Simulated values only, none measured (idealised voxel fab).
Proc. module: voxel trench capacitor
For reference, the cross-section in this document is cut, with width 275 nm and square cells of 5 nm.
Cross-section layout: square cells on a grid; listed as bands, top to bottom; a band spans one or more cell rows.
Top height, bottom height, nm. Materials left to right, width each, nm. Single material + "throughout" = fills band edge to edge. "empty" = empty.
A quick word on heights: they are counted from 0, and under that level the wafer as it came to us is one material throughout. The lowest band is different from the rest in having no bottom; it simply continues downward, written as in "0..down".
With a width like "30 to 40", each row of cells in the band differs from the next by the same amount, the top row carrying the first number and the bottom row the second.
It should be understood that the words "no change occurred", when stated for a given step, signify that the cross-section underwent no change in any of its cells during that step.
Empty spaces without an open route to the top, at least 8 cells in extent, make up the entry "Closed cavity list"; each is given as width x height at distance, where the distance is measured from the left edge, and all are in nm.
Step line, after settings: the simulator's comment on this step.
overlay nm: mask right of planned place by this much (step with mask). Neg. = left.
The planned process steps are enumerated hereunder
| 1 | RECEIVE, material Si |
| 2 | CONFORMAL_DEP, material SiN, thk nm 10 |
| 3 | MASKED_ETCH, tone open, mask id TRENCH, width nm 30, pitch nm 60, etch materials SiN, depth nm 10, overlay nm 0 |
| 4 | MASKED_ETCH, tone open, mask id TRENCH, width nm 30, pitch nm 60, etch materials Si, depth nm 25, overlay nm 0 |
| 5 | CONFORMAL_DEP, material Al2O3, thk nm 5 |
| 6 | CONFORMAL_DEP, material TiN, thk nm 5 |
| 7 | FILL_DEP, material W, thk nm 10 |
| 8 | CMP, height nm 10 |
First of two wafers - as planned
Wafer cross-section on receipt, i.e. after step 1
    0..down: Si throughout
    Closed cavity list: none
Take a look at the wafer's cross-section after step 2
    10..0: SiN throughout
    For the remainder of the cross-section, below 0, there is no change.
Take a look at the wafer's cross-section after step 3
    10..0: 30 SiN, then 30 empty, then 30 SiN, then 30 empty, then 30 SiN, then 30 empty, then 30 SiN, then 30 empty, then 35 SiN
    For the remainder of the cross-section, below 0, there is no change.
Take a look at the wafer's cross-section after step 4
    10..0: 30 SiN, then 30 empty, then 30 SiN, then 30 empty, then 30 SiN, then 30 empty, then 30 SiN, then 30 empty, then 35 SiN
    0..-25: 30 Si, then 30 empty, then 30 Si, then 30 empty, then 30 Si, then 30 empty, then 30 Si, then 30 empty, then 35 Si
    For the remainder of the cross-section, below -25, there is no change.
Take a look at the wafer's cross-section after step 5
    15..10: 35 Al2O3, then 20 empty, then 40 Al2O3, then 20 empty, then 40 Al2O3, then 20 empty, then 40 Al2O3, then 20 empty, then 40 Al2O3
    10..0: 30 SiN, then 5 Al2O3, then 20 empty, then 5 Al2O3, then 30 SiN, then 5 Al2O3, then 20 empty, then 5 Al2O3, then 30 SiN, then 5 Al2O3, then 20 empty, then 5 Al2O3, then 30 SiN, then 5 Al2O3, then 20 empty, then 5 Al2O3, then 35 SiN
    0..-20: 30 Si, then 5 Al2O3, then 20 empty, then 5 Al2O3, then 30 Si, then 5 Al2O3, then 20 empty, then 5 Al2O3, then 30 Si, then 5 Al2O3, then 20 empty, then 5 Al2O3, then 30 Si, then 5 Al2O3, then 20 empty, then 5 Al2O3, then 35 Si
    -20..-25: 30 Si, then 30 Al2O3, then 30 Si, then 30 Al2O3, then 30 Si, then 30 Al2O3, then 30 Si, then 30 Al2O3, then 35 Si
    For the remainder of the cross-section, below -25, there is no change.
Take a look at the wafer's cross-section after step 6
    20..15: 40 TiN, then 10 empty, then 50 TiN, then 10 empty, then 50 TiN, then 10 empty, then 50 TiN, then 10 empty, then 45 TiN
    15..10: 35 Al2O3, then 5 TiN, then 10 empty, then 5 TiN, then 40 Al2O3, then 5 TiN, then 10 empty, then 5 TiN, then 40 Al2O3, then 5 TiN, then 10 empty, then 5 TiN, then 40 Al2O3, then 5 TiN, then 10 empty, then 5 TiN, then 40 Al2O3
    10..0: 30 SiN, then 5 Al2O3, then 5 TiN, then 10 empty, then 5 TiN, then 5 Al2O3, then 30 SiN, then 5 Al2O3, then 5 TiN, then 10 empty, then 5 TiN, then 5 Al2O3, then 30 SiN, then 5 Al2O3, then 5 TiN, then 10 empty, then 5 TiN, then 5 Al2O3, then 30 SiN, then 5 Al2O3, then 5 TiN, then 10 empty, then 5 TiN, then 5 Al2O3, then 35 SiN
    0..-15: 30 Si, then 5 Al2O3, then 5 TiN, then 10 empty, then 5 TiN, then 5 Al2O3, then 30 Si, then 5 Al2O3, then 5 TiN, then 10 empty, then 5 TiN, then 5 Al2O3, then 30 Si, then 5 Al2O3, then 5 TiN, then 10 empty, then 5 TiN, then 5 Al2O3, then 30 Si, then 5 Al2O3, then 5 TiN, then 10 empty, then 5 TiN, then 5 Al2O3, then 35 Si
    -15..-20: 30 Si, then 5 Al2O3, then 20 TiN, then 5 Al2O3, then 30 Si, then 5 Al2O3, then 20 TiN, then 5 Al2O3, then 30 Si, then 5 Al2O3, then 20 TiN, then 5 Al2O3, then 30 Si, then 5 Al2O3, then 20 TiN, then 5 Al2O3, then 35 Si
    For the remainder of the cross-section, below -20, there is no change.
Take a look at the wafer's cross-section after step 7
    30..20: W throughout
    20..15: 40 TiN, then 10 W, then 50 TiN, then 10 W, then 50 TiN, then 10 W, then 50 TiN, then 10 W, then 45 TiN
    15..10: 35 Al2O3, then 5 TiN, then 10 W, then 5 TiN, then 40 Al2O3, then 5 TiN, then 10 W, then 5 TiN, then 40 Al2O3, then 5 TiN, then 10 W, then 5 TiN, then 40 Al2O3, then 5 TiN, then 10 W, then 5 TiN, then 40 Al2O3
    10..0: 30 SiN, then 5 Al2O3, then 5 TiN, then 10 W, then 5 TiN, then 5 Al2O3, then 30 SiN, then 5 Al2O3, then 5 TiN, then 10 W, then 5 TiN, then 5 Al2O3, then 30 SiN, then 5 Al2O3, then 5 TiN, then 10 W, then 5 TiN, then 5 Al2O3, then 30 SiN, then 5 Al2O3, then 5 TiN, then 10 W, then 5 TiN, then 5 Al2O3, then 35 SiN
    0..-15: 30 Si, then 5 Al2O3, then 5 TiN, then 10 W, then 5 TiN, then 5 Al2O3, then 30 Si, then 5 Al2O3, then 5 TiN, then 10 W, then 5 TiN, then 5 Al2O3, then 30 Si, then 5 Al2O3, then 5 TiN, then 10 W, then 5 TiN, then 5 Al2O3, then 30 Si, then 5 Al2O3, then 5 TiN, then 10 W, then 5 TiN, then 5 Al2O3, then 35 Si
    For the remainder of the cross-section, below -15, there is no change.
Take a look at the wafer's cross-section after step 8
    10..0: 30 SiN, then 5 Al2O3, then 5 TiN, then 10 W, then 5 TiN, then 5 Al2O3, then 30 SiN, then 5 Al2O3, then 5 TiN, then 10 W, then 5 TiN, then 5 Al2O3, then 30 SiN, then 5 Al2O3, then 5 TiN, then 10 W, then 5 TiN, then 5 Al2O3, then 30 SiN, then 5 Al2O3, then 5 TiN, then 10 W, then 5 TiN, then 5 Al2O3, then 35 SiN
    For the remainder of the cross-section, below 0, there is no change.
Wafer two. Same start, same plan, one slip in execution. Same as wafer one through step 6, inclusive
Cross-sectional view of the second wafer at the intended end time of process step 7
    30..20: SiN throughout
    20..15: 40 TiN, then 10 SiN, then 50 TiN, then 10 SiN, then 50 TiN, then 10 SiN, then 50 TiN, then 10 SiN, then 45 TiN
    15..10: 35 Al2O3, then 5 TiN, then 10 SiN, then 5 TiN, then 40 Al2O3, then 5 TiN, then 10 SiN, then 5 TiN, then 40 Al2O3, then 5 TiN, then 10 SiN, then 5 TiN, then 40 Al2O3, then 5 TiN, then 10 SiN, then 5 TiN, then 40 Al2O3
    10..0: 30 SiN, then 5 Al2O3, then 5 TiN, then 10 SiN, then 5 TiN, then 5 Al2O3, then 30 SiN, then 5 Al2O3, then 5 TiN, then 10 SiN, then 5 TiN, then 5 Al2O3, then 30 SiN, then 5 Al2O3, then 5 TiN, then 10 SiN, then 5 TiN, then 5 Al2O3, then 30 SiN, then 5 Al2O3, then 5 TiN, then 10 SiN, then 5 TiN, then 5 Al2O3, then 35 SiN
    0..-15: 30 Si, then 5 Al2O3, then 5 TiN, then 10 SiN, then 5 TiN, then 5 Al2O3, then 30 Si, then 5 Al2O3, then 5 TiN, then 10 SiN, then 5 TiN, then 5 Al2O3, then 30 Si, then 5 Al2O3, then 5 TiN, then 10 SiN, then 5 TiN, then 5 Al2O3, then 30 Si, then 5 Al2O3, then 5 TiN, then 10 SiN, then 5 TiN, then 5 Al2O3, then 35 Si
    For the remainder of the cross-section, below -15, there is no change.
Cross-sectional view of the second wafer at the intended end time of process step 8
    10..0: 30 SiN, then 5 Al2O3, then 5 TiN, then 10 SiN, then 5 TiN, then 5 Al2O3, then 30 SiN, then 5 Al2O3, then 5 TiN, then 10 SiN, then 5 TiN, then 5 Al2O3, then 30 SiN, then 5 Al2O3, then 5 TiN, then 10 SiN, then 5 TiN, then 5 Al2O3, then 30 SiN, then 5 Al2O3, then 5 TiN, then 10 SiN, then 5 TiN, then 5 Al2O3, then 35 SiN
    For the remainder of the cross-section, below 0, there is no change.
Short version of what went wrong: in deviation from the planned setting, step 7 was conducted as FILL_DEP, material SiN, thk nm 10
It is noted that, at the conclusion of processing, the second wafer exhibits a higher or lower cell count for certain materials relative to the first: SiN +40, W -40
